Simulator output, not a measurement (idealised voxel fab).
This is a process module. Its name is voxel fin reveal.
The cross-section on display is named cut; it measures 200 nm wide, and its cells are 5 nm squares.
Square cells in a grid make up a cross-section in this document, and the grid is given as bands, listed from the top down, each one or more rows of cells.
Per band: top height and bottom height in nm, followed by the left-to-right materials and their widths in nm; "all across" marks a single material spanning edge to edge, "air" marks empty space.
Zero point of the height axis is 0; under it, received wafer = one material. Lowest band: continues down indefinitely, "0..down".
The expression "30..40" gives the width at the extremes of the band, the first number at its top row of cells and the second at its bottom row, with the width changing by equal amounts from each row to the next in between.
Where a step carries "remained unchanged", the cross-section came out of it unchanged, cell for cell.
The entry titled "Tabulated closed voids" provides the empty spaces that have no open way to the top, restricted to those of 8 cells or more. Each is presented as width x height at distance, the distance being measured from the left edge, with all three in nm.
Step line, after settings: the simulator's comment on this step.
What "overlay nm" on a step's line means: if the step has a mask, that mask lay this far to the right of its planned place, or, when the value is negative, to the left.

Process steps foreseen in the plan:
1) RECEIVE with material Si
2) CONFORMAL_DEP with material SiN, thk nm 5
3) MASKED_ETCH with tone cover, mask id FINS, width nm 15, pitch nm 40, etch materials SiN, depth nm 5, overlay nm 0
4) MASKED_ETCH with tone cover, mask id FINS, width nm 15, pitch nm 40, etch materials Si, depth nm 40, overlay nm 0
5) OXIDIZE with depth nm 5
6) FILL_DEP with material SiO2, thk nm 5
7) CMP with height nm 5
8) SELECTIVE_ETCH with etch materials SiO2, depth nm 20
9) STRIP with etch materials SiN

Shown in cross-section is the wafer as received, that is, as it stands after step 1:
  0..down  Si all across
  Tabulated closed voids: none

Cross-sectional image of the first of two wafers at the end of the module, the run having proceeded as planned:
  0..-15  air (55)  Si (5)  air (35)  Si (5)  air (35)  Si (5)  air (60)
  -15..-45  SiO2 (55)  Si (5)  SiO2 (35)  Si (5)  SiO2 (35)  Si (5)  SiO2 (60)
  -45..down  Si all across
  Tabulated closed voids: none

Cross-section, wafer two of two, end of module: same start and plan as wafer one, one error in execution:
  0..-5  air (50)  Si (5)  air (35)  Si (5)  air (35)  Si (5)  air (65)
  -5..-15  air (50)  Si (10)  air (30)  Si (10)  air (30)  Si (10)  air (60)
  -15..-45  SiO2 (50)  Si (10)  SiO2 (30)  Si (10)  SiO2 (30)  Si (10)  SiO2 (60)
  -45..down  Si all across
  Tabulated closed voids: none
The mistake made against the process plan was this: step 3 ran as: MASKED_ETCH with tone cover, mask id FINS, width nm 15, pitch nm 40, etch materials SiN, depth nm 5, overlay nm -5
In the final state, the cell counts of the second wafer exceed or fall short of those of the first for the following materials: 24 more of Si, 18 fewer of SiO2
